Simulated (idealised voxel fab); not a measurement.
Process module under the name voxel self aligned contacts
Cross-sectional view cut (width: 230 nm; square cell size: 5 nm).
Heads up, the way a cross-section reads in here is a grid of square cells, handed over as bands from the top down, with every band being one or more rows of cells. Heads up on the band format: heights come first, top then bottom, in nm. After that it's the materials left to right, each with its width in nm. A single material flagged "throughout" fills the whole band edge to edge, and "blank" means there's empty space there. Heights are expressed relative to 0, this being the level below which the as-received wafer comprises one material exclusively. The lowest band is unbounded in the downward direction and is denoted as in "0 nm and below". Width spec "30..40" -> top row of cells at first value, bottom row at second value, equal per-row change in between. When a step is marked "no modifications", none of the cells in the cross-section changed during that step. "Encapsulated voids" means: voids of 8 cells or more that are shut off from the top with no open way through. Written width x height at distance, distance from the left edge, in nm. Step line, after settings: the simulator's comment on this step. overlay nm: where the mask lay relative to plan, measured to the right, on steps with a mask; negatives go left.
Steps planned for the process
1 RECEIVE (material Si)
2 OXIDIZE (depth nm 5)
3 DIRECTIONAL_DEP (material polySi; thk nm 20)
4 DIRECTIONAL_DEP (material SiN; thk nm 25)
5 MASKED_ETCH (tone cover; mask id GATE; width nm 35; pitch nm 75; etch materials SiN; depth nm 25; overlay nm 0)
6 MASKED_ETCH (tone cover; mask id GATE; width nm 35; pitch nm 75; etch materials polySi; depth nm 20; overlay nm 0)
7 CONFORMAL_DEP (material SiN; thk nm 10)
8 DIRECTIONAL_ETCH (etch materials SiN; depth nm 10)
9 FILL_DEP (material SiO2; thk nm 15)
10 CMP (height nm 50)
11 DIRECTIONAL_DEP (material aC; thk nm 10)
12 PATTERN (tone open; mask id CONTACT; material resist; width nm 60; pitch nm 75; thk nm 30; overlay nm 0)
13 DIRECTIONAL_ETCH (etch materials aC; depth nm 10)
14 STRIP (etch materials resist)
15 DIRECTIONAL_ETCH (etch materials SiO2; depth nm 55)
16 STRIP (etch materials aC)
17 CONFORMAL_DEP (material TiN; thk nm 5)
18 FILL_DEP (material Ru; thk nm 10)
19 CMP (height nm 50)
20 CONFORMAL_DEP (material SiCN; thk nm 5)
The first of the two wafers, which ran as planned
Received-state cross-section, reflecting completion of step 1
  0 nm and below  Si throughout
  Encapsulated voids: none
Sectional view: wafer, after step 2
  0 nm to -5 nm  SiO2 throughout
  Unchanged below -5.
Sectional view: wafer, after step 3
  20 nm to 0 nm  polySi throughout
  Unchanged below 0.
Sectional view: wafer, after step 4
  45 nm to 20 nm  SiN throughout
  Unchanged below 20.
Sectional view: wafer, after step 5
  45 nm to 20 nm  20 blank; 35 SiN; 40 blank; 35 SiN; 40 blank; 35 SiN; 25 blank
  Unchanged below 20.
Sectional view: wafer, after step 6
  45 nm to 20 nm  20 blank; 35 SiN; 40 blank; 35 SiN; 40 blank; 35 SiN; 25 blank
  20 nm to 0 nm  20 blank; 35 polySi; 40 blank; 35 polySi; 40 blank; 35 polySi; 25 blank
  Unchanged below 0.
Sectional view: wafer, after step 7
  55 nm to 20 nm  10 blank; 55 SiN; 20 blank; 55 SiN; 20 blank; 55 SiN; 15 blank
  20 nm to 10 nm  10 blank; 10 SiN; 35 polySi; 10 SiN; 20 blank; 10 SiN; 35 polySi; 10 SiN; 20 blank; 10 SiN; 35 polySi; 10 SiN; 15 blank
  10 nm to 0 nm  20 SiN; 35 polySi; 40 SiN; 35 polySi; 40 SiN; 35 polySi; 25 SiN
  Unchanged below 0.
Sectional view: wafer, after step 8
  45 nm to 20 nm  10 blank; 55 SiN; 20 blank; 55 SiN; 20 blank; 55 SiN; 15 blank
  20 nm to 0 nm  10 blank; 10 SiN; 35 polySi; 10 SiN; 20 blank; 10 SiN; 35 polySi; 10 SiN; 20 blank; 10 SiN; 35 polySi; 10 SiN; 15 blank
  Unchanged below 0.
Sectional view: wafer, after step 9
  60 nm to 45 nm  SiO2 throughout
  45 nm to 20 nm  10 SiO2; 55 SiN; 20 SiO2; 55 SiN; 20 SiO2; 55 SiN; 15 SiO2
  20 nm to 0 nm  10 SiO2; 10 SiN; 35 polySi; 10 SiN; 20 SiO2; 10 SiN; 35 polySi; 10 SiN; 20 SiO2; 10 SiN; 35 polySi; 10 SiN; 15 SiO2
  Unchanged below 0.
Sectional view: wafer, after step 10
  50 nm to 45 nm  SiO2 throughout
  Unchanged below 45.
Sectional view: wafer, after step 11
  60 nm to 50 nm  aC throughout
  Unchanged below 50.
Sectional view: wafer, after step 12
  90 nm to 60 nm  45 resist; 60 blank; 15 resist; 60 blank; 50 resist
  Unchanged below 60.
Sectional view: wafer, after step 13
  80 nm to 60 nm  45 resist; 60 blank; 15 resist; 60 blank; 50 resist
  60 nm to 50 nm  45 aC; 60 blank; 15 aC; 60 blank; 50 aC
  Unchanged below 50.
Sectional view: wafer, after step 14
  60 nm to 50 nm  45 aC; 60 blank; 15 aC; 60 blank; 50 aC
  Unchanged below 50.
Sectional view: wafer, after step 15
  60 nm to 50 nm  45 aC; 60 blank; 15 aC; 60 blank; 50 aC
  50 nm to 45 nm  45 SiO2; 60 blank; 15 SiO2; 60 blank; 50 SiO2
  45 nm to 20 nm  10 SiO2; 55 SiN; 20 blank; 55 SiN; 20 blank; 55 SiN; 15 SiO2
  20 nm to 0 nm  10 SiO2; 10 SiN; 35 polySi; 10 SiN; 20 blank; 10 SiN; 35 polySi; 10 SiN; 20 blank; 10 SiN; 35 polySi; 10 SiN; 15 SiO2
  0 nm to -5 nm  65 SiO2; 20 blank; 55 SiO2; 20 blank; 70 SiO2
  Unchanged below -5.
Sectional view: wafer, after step 16
  50 nm to 45 nm  45 SiO2; 60 blank; 15 SiO2; 60 blank; 50 SiO2
  Unchanged below 45.
Sectional view: wafer, after step 17
  55 nm to 50 nm  50 TiN; 50 blank; 25 TiN; 50 blank; 55 TiN
  50 nm to 45 nm  45 SiO2; 25 TiN; 10 blank; 25 TiN; 15 SiO2; 25 TiN; 10 blank; 25 TiN; 50 SiO2
  45 nm to 20 nm  10 SiO2; 55 SiN; 5 TiN; 10 blank; 5 TiN; 55 SiN; 5 TiN; 10 blank; 5 TiN; 55 SiN; 15 SiO2
  20 nm to 0 nm  10 SiO2; 10 SiN; 35 polySi; 10 SiN; 5 TiN; 10 blank; 5 TiN; 10 SiN; 35 polySi; 10 SiN; 5 TiN; 10 blank; 5 TiN; 10 SiN; 35 polySi; 10 SiN; 15 SiO2
  0 nm to -5 nm  65 SiO2; 20 TiN; 55 SiO2; 20 TiN; 70 SiO2
  Unchanged below -5.
Sectional view: wafer, after step 18
  65 nm to 55 nm  Ru throughout
  55 nm to 50 nm  50 TiN; 50 Ru; 25 TiN; 50 Ru; 55 TiN
  50 nm to 45 nm  45 SiO2; 25 TiN; 10 Ru; 25 TiN; 15 SiO2; 25 TiN; 10 Ru; 25 TiN; 50 SiO2
  45 nm to 20 nm  10 SiO2; 55 SiN; 5 TiN; 10 Ru; 5 TiN; 55 SiN; 5 TiN; 10 Ru; 5 TiN; 55 SiN; 15 SiO2
  20 nm to 0 nm  10 SiO2; 10 SiN; 35 polySi; 10 SiN; 5 TiN; 10 Ru; 5 TiN; 10 SiN; 35 polySi; 10 SiN; 5 TiN; 10 Ru; 5 TiN; 10 SiN; 35 polySi; 10 SiN; 15 SiO2
  Unchanged below 0.
Sectional view: wafer, after step 19
  50 nm to 45 nm  45 SiO2; 25 TiN; 10 Ru; 25 TiN; 15 SiO2; 25 TiN; 10 Ru; 25 TiN; 50 SiO2
  Unchanged below 45.
Sectional view: wafer, after step 20
  55 nm to 50 nm  SiCN throughout
  Unchanged below 50.
Wafer two. Same start, same plan, one slip in execution. Same as wafer one through step 6, inclusive
Cross-section of the second wafer at the time step 7 of the plan should have ended
  60 nm to 20 nm  5 blank; 65 SiN; 10 blank; 65 SiN; 10 blank; 65 SiN; 10 blank
  20 nm to 15 nm  5 blank; 15 SiN; 35 polySi; 15 SiN; 10 blank; 15 SiN; 35 polySi; 15 SiN; 10 blank; 15 SiN; 35 polySi; 15 SiN; 10 blank
  15 nm to 0 nm  20 SiN; 35 polySi; 40 SiN; 35 polySi; 40 SiN; 35 polySi; 25 SiN
  Unchanged below 0.
Cross-section of the second wafer at the time step 8 of the plan should have ended
  50 nm to 20 nm  5 blank; 65 SiN; 10 blank; 65 SiN; 10 blank; 65 SiN; 10 blank
  20 nm to 5 nm  5 blank; 15 SiN; 35 polySi; 15 SiN; 10 blank; 15 SiN; 35 polySi; 15 SiN; 10 blank; 15 SiN; 35 polySi; 15 SiN; 10 blank
  Unchanged below 5.
Cross-section of the second wafer at the time step 9 of the plan should have ended
  65 nm to 50 nm  SiO2 throughout
  50 nm to 20 nm  5 SiO2; 65 SiN; 10 SiO2; 65 SiN; 10 SiO2; 65 SiN; 10 SiO2
  20 nm to 5 nm  5 SiO2; 15 SiN; 35 polySi; 15 SiN; 10 SiO2; 15 SiN; 35 polySi; 15 SiN; 10 SiO2; 15 SiN; 35 polySi; 15 SiN; 10 SiO2
  Unchanged below 5.
Cross-section of the second wafer at the time step 10 of the plan should have ended
  50 nm to 20 nm  5 SiO2; 65 SiN; 10 SiO2; 65 SiN; 10 SiO2; 65 SiN; 10 SiO2
  Unchanged below 20.
Cross-section of the second wafer at the time step 11 of the plan should have ended
  60 nm to 50 nm  aC throughout
  Unchanged below 50.
Cross-section of the second wafer at the time step 12 of the plan should have ended
  90 nm to 60 nm  45 resist; 60 blank; 15 resist; 60 blank; 50 resist
  Unchanged below 60.
Cross-section of the second wafer at the time step 13 of the plan should have ended
  80 nm to 60 nm  45 resist; 60 blank; 15 resist; 60 blank; 50 resist
  60 nm to 50 nm  45 aC; 60 blank; 15 aC; 60 blank; 50 aC
  Unchanged below 50.
Cross-section of the second wafer at the time step 14 of the plan should have ended
  60 nm to 50 nm  45 aC; 60 blank; 15 aC; 60 blank; 50 aC
  Unchanged below 50.
Cross-section of the second wafer at the time step 15 of the plan should have ended
  60 nm to 50 nm  45 aC; 60 blank; 15 aC; 60 blank; 50 aC
  50 nm to 20 nm  5 SiO2; 65 SiN; 10 blank; 65 SiN; 10 blank; 65 SiN; 10 SiO2
  20 nm to 5 nm  5 SiO2; 15 SiN; 35 polySi; 15 SiN; 10 blank; 15 SiN; 35 polySi; 15 SiN; 10 blank; 15 SiN; 35 polySi; 15 SiN; 10 SiO2
  Unchanged below 5.
Cross-section of the second wafer at the time step 16 of the plan should have ended
  50 nm to 20 nm  5 SiO2; 65 SiN; 10 blank; 65 SiN; 10 blank; 65 SiN; 10 SiO2
  Unchanged below 20.
Cross-section of the second wafer at the time step 17 of the plan should have ended
  55 nm to 50 nm  TiN throughout
  50 nm to 20 nm  5 SiO2; 65 SiN; 10 TiN; 65 SiN; 10 TiN; 65 SiN; 10 SiO2
  20 nm to 5 nm  5 SiO2; 15 SiN; 35 polySi; 15 SiN; 10 TiN; 15 SiN; 35 polySi; 15 SiN; 10 TiN; 15 SiN; 35 polySi; 15 SiN; 10 SiO2
  Unchanged below 5.
Cross-section of the second wafer at the time step 18 of the plan should have ended
  65 nm to 55 nm  Ru throughout
  Unchanged below 55.
Cross-section of the second wafer at the time step 19 of the plan should have ended
  50 nm to 20 nm  5 SiO2; 65 SiN; 10 TiN; 65 SiN; 10 TiN; 65 SiN; 10 SiO2
  Unchanged below 20.
Cross-section of the second wafer at the time step 20 of the plan should have ended
  55 nm to 50 nm  SiCN throughout
  Unchanged below 50.
Here's what went sideways: step 7 was processed under conditions differing from the plan, specifically as CONFORMAL_DEP (material SiN; thk nm 15)
FYI, end of process, the second wafer has more or fewer cells of some materials than the first: Ru -40; SiN +100; SiO2 -32; TiN -28
